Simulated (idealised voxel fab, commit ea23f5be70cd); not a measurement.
Title: Process Module voxel self aligned contacts
Cross-section cut: width 245 nm, square cells of 5 nm.
Square cells in a grid make up a cross-section in this document, and the grid is given as bands, listed from the top down, each one or more rows of cells.
Each band's line starts with the height of the band's top and of its bottom, in nm. Then come its materials from left to right, each with its width in nm. One material with "edge to edge" fills the band from edge to edge. "blank" is empty space.
For the purposes of this specification, 0 denotes the height below which the wafer in its as-received condition is composed wholly of one material, and the lowermost band, lacking a lower limit, extends downward without end, as expressed in "0 and below".
Note: "30->40" means the width goes from the first number (top row of the band) to the second number (bottom row) in equal steps per row of cells.
It should be understood that the words "no modifications", when stated for a given step, signify that the cross-section underwent no change in any of its cells during that step.
Closed empty spaces (no open way to the top) of 8 cells or more are what "Fully enclosed voids" lists, each as width x height at distance from the left edge, nm for all three.
Formally, on a step line, whatever follows the settings is a remark that the simulator itself makes on the step.
Steps that use a mask can have "overlay nm" on their line. It says how far the mask sat to the right of where it was meant to be. Negative means to the left.

Set out below are the planned steps of the process
step 1: RECEIVE | material Si
step 2: OXIDIZE | depth nm 5
step 3: DIRECTIONAL_DEP | material polySi | thk nm 20
step 4: DIRECTIONAL_DEP | material SiN | thk nm 20
step 5: PATTERN | tone cover | mask id GATE | material resist | width nm 35 | pitch nm 60 | thk nm 20 | overlay nm 0
step 6: DIRECTIONAL_ETCH | etch materials SiN | depth nm 20
step 7: DIRECTIONAL_ETCH | etch materials polySi | depth nm 20
step 8: STRIP | etch materials resist
step 9: CONFORMAL_DEP | material SiN | thk nm 5
step 10: DIRECTIONAL_ETCH | etch materials SiN | depth nm 5
step 11: FILL_DEP | material SiO2 | thk nm 10
step 12: CMP | height nm 45
step 13: MASKED_ETCH | tone open | mask id CONTACT | width nm 45 | etch materials SiO2 | depth nm 50 | overlay nm 0
step 14: CONFORMAL_DEP | material TiN | thk nm 5
step 15: FILL_DEP | material W | thk nm 10
step 16: CMP | height nm 45
step 17: CONFORMAL_DEP | material SiN | thk nm 5

First wafer out of two, processed as planned

Cross-sectional view of the wafer in its as-received condition, corresponding to the state after step 1
	0 and below = Si edge to edge
	Fully enclosed voids: none

Presented here is a cross-section of the wafer after step 2 has been performed
	0 down to -5 = SiO2 edge to edge
	Everything below -5 is unchanged.

Presented here is a cross-section of the wafer after step 3 has been performed
	20 down to 0 = polySi edge to edge
	Everything below 0 is unchanged.

Presented here is a cross-section of the wafer after step 4 has been performed
	40 down to 20 = SiN edge to edge
	Everything below 20 is unchanged.

Presented here is a cross-section of the wafer after step 5 has been performed
	60 down to 40 = blank 75 | resist 35 | blank 25 | resist 35 | blank 75
	Everything below 40 is unchanged.

Presented here is a cross-section of the wafer after step 6 has been performed
	60 down to 40 = blank 75 | resist 35 | blank 25 | resist 35 | blank 75
	40 down to 20 = blank 75 | SiN 35 | blank 25 | SiN 35 | blank 75
	Everything below 20 is unchanged.

Presented here is a cross-section of the wafer after step 7 has been performed
	60 down to 40 = blank 75 | resist 35 | blank 25 | resist 35 | blank 75
	40 down to 20 = blank 75 | SiN 35 | blank 25 | SiN 35 | blank 75
	20 down to 0 = blank 75 | polySi 35 | blank 25 | polySi 35 | blank 75
	Everything below 0 is unchanged.

Presented here is a cross-section of the wafer after step 8 has been performed
	40 down to 20 = blank 75 | SiN 35 | blank 25 | SiN 35 | blank 75
	Everything below 20 is unchanged.

Presented here is a cross-section of the wafer after step 9 has been performed
	45 down to 20 = blank 70 | SiN 45 | blank 15 | SiN 45 | blank 70
	20 down to 5 = blank 70 | SiN 5 | polySi 35 | SiN 5 | blank 15 | SiN 5 | polySi 35 | SiN 5 | blank 70
	5 down to 0 = SiN 75 | polySi 35 | SiN 25 | polySi 35 | SiN 75
	Everything below 0 is unchanged.

Presented here is a cross-section of the wafer after step 10 has been performed
	40 down to 20 = blank 70 | SiN 45 | blank 15 | SiN 45 | blank 70
	20 down to 0 = blank 70 | SiN 5 | polySi 35 | SiN 5 | blank 15 | SiN 5 | polySi 35 | SiN 5 | blank 70
	Everything below 0 is unchanged.

Presented here is a cross-section of the wafer after step 11 has been performed
	50 down to 40 = SiO2 edge to edge
	40 down to 20 = SiO2 70 | SiN 45 | SiO2 15 | SiN 45 | SiO2 70
	20 down to 0 = SiO2 70 | SiN 5 | polySi 35 | SiN 5 | SiO2 15 | SiN 5 | polySi 35 | SiN 5 | SiO2 70
	Everything below 0 is unchanged.

Presented here is a cross-section of the wafer after step 12 has been performed
	45 down to 40 = SiO2 edge to edge
	Everything below 40 is unchanged.

Presented here is a cross-section of the wafer after step 13 has been performed
	45 down to 40 = SiO2 100 | blank 45 | SiO2 100
	40 down to 20 = SiO2 70 | SiN 45 | blank 15 | SiN 45 | SiO2 70
	20 down to 0 = SiO2 70 | SiN 5 | polySi 35 | SiN 5 | blank 15 | SiN 5 | polySi 35 | SiN 5 | SiO2 70
	0 down to -5 = SiO2 115 | blank 15 | SiO2 115
	Everything below -5 is unchanged.

Presented here is a cross-section of the wafer after step 14 has been performed
	50 down to 45 = TiN 105 | blank 35 | TiN 105
	45 down to 40 = SiO2 100 | TiN 20 | blank 5 | TiN 20 | SiO2 100
	40 down to 20 = SiO2 70 | SiN 45 | TiN 5 | blank 5 | TiN 5 | SiN 45 | SiO2 70
	20 down to 0 = SiO2 70 | SiN 5 | polySi 35 | SiN 5 | TiN 5 | blank 5 | TiN 5 | SiN 5 | polySi 35 | SiN 5 | SiO2 70
	0 down to -5 = SiO2 115 | TiN 15 | SiO2 115
	Everything below -5 is unchanged.

Presented here is a cross-section of the wafer after step 15 has been performed
	60 down to 50 = W edge to edge
	50 down to 45 = TiN 105 | W 35 | TiN 105
	45 down to 40 = SiO2 100 | TiN 20 | W 5 | TiN 20 | SiO2 100
	40 down to 20 = SiO2 70 | SiN 45 | TiN 5 | W 5 | TiN 5 | SiN 45 | SiO2 70
	20 down to 0 = SiO2 70 | SiN 5 | polySi 35 | SiN 5 | TiN 5 | W 5 | TiN 5 | SiN 5 | polySi 35 | SiN 5 | SiO2 70
	Everything below 0 is unchanged.

Presented here is a cross-section of the wafer after step 16 has been performed
	45 down to 40 = SiO2 100 | TiN 20 | W 5 | TiN 20 | SiO2 100
	Everything below 40 is unchanged.

Presented here is a cross-section of the wafer after step 17 has been performed
	50 down to 45 = SiN edge to edge
	Everything below 45 is unchanged.

Now the other wafer: same start, same recipe, but we messed up one thing when running it. Up to and including step 3 it's the same as the first one

Second wafer, cross-section, planned end of step 4
	60 down to 20 = SiN edge to edge
	Everything below 20 is unchanged.

Second wafer, cross-section, planned end of step 5
	80 down to 60 = blank 75 | resist 35 | blank 25 | resist 35 | blank 75
	Everything below 60 is unchanged.

Second wafer, cross-section, planned end of step 6
	80 down to 60 = blank 75 | resist 35 | blank 25 | resist 35 | blank 75
	60 down to 40 = blank 75 | SiN 35 | blank 25 | SiN 35 | blank 75
	Everything below 40 is unchanged.

Second wafer, cross-section, planned end of step 7: no modifications

Second wafer, cross-section, planned end of step 8
	60 down to 40 = blank 75 | SiN 35 | blank 25 | SiN 35 | blank 75
	Everything below 40 is unchanged.

Second wafer, cross-section, planned end of step 9
	65 down to 45 = blank 70 | SiN 45 | blank 15 | SiN 45 | blank 70
	45 down to 20 = SiN edge to edge
	Everything below 20 is unchanged.

Second wafer, cross-section, planned end of step 10
	60 down to 40 = blank 70 | SiN 45 | blank 15 | SiN 45 | blank 70
	Everything below 40 is unchanged.

Second wafer, cross-section, planned end of step 11
	70 down to 60 = SiO2 edge to edge
	60 down to 40 = SiO2 70 | SiN 45 | SiO2 15 | SiN 45 | SiO2 70
	Everything below 40 is unchanged.

Second wafer, cross-section, planned end of step 12
	45 down to 40 = SiO2 70 | SiN 45 | SiO2 15 | SiN 45 | SiO2 70
	Everything below 40 is unchanged.

Second wafer, cross-section, planned end of step 13
	45 down to 40 = SiO2 70 | SiN 45 | blank 15 | SiN 45 | SiO2 70
	Everything below 40 is unchanged.

Second wafer, cross-section, planned end of step 14
	50 down to 45 = TiN 120 | blank 5 | TiN 120
	45 down to 40 = SiO2 70 | SiN 45 | TiN 15 | SiN 45 | SiO2 70
	Everything below 40 is unchanged.

Second wafer, cross-section, planned end of step 15
	60 down to 50 = W edge to edge
	50 down to 45 = TiN 120 | W 5 | TiN 120
	Everything below 45 is unchanged.

Second wafer, cross-section, planned end of step 16
	45 down to 40 = SiO2 70 | SiN 45 | TiN 15 | SiN 45 | SiO2 70
	Everything below 40 is unchanged.

Second wafer, cross-section, planned end of step 17
	50 down to 45 = SiN edge to edge
	Everything below 45 is unchanged.
Deviation from plan: regarding the plan, step 4 was run twice
Final cells, second wafer relative to first, materials higher or lower: SiN +126; SiO2 -233; TiN -24; W -9; polySi +140
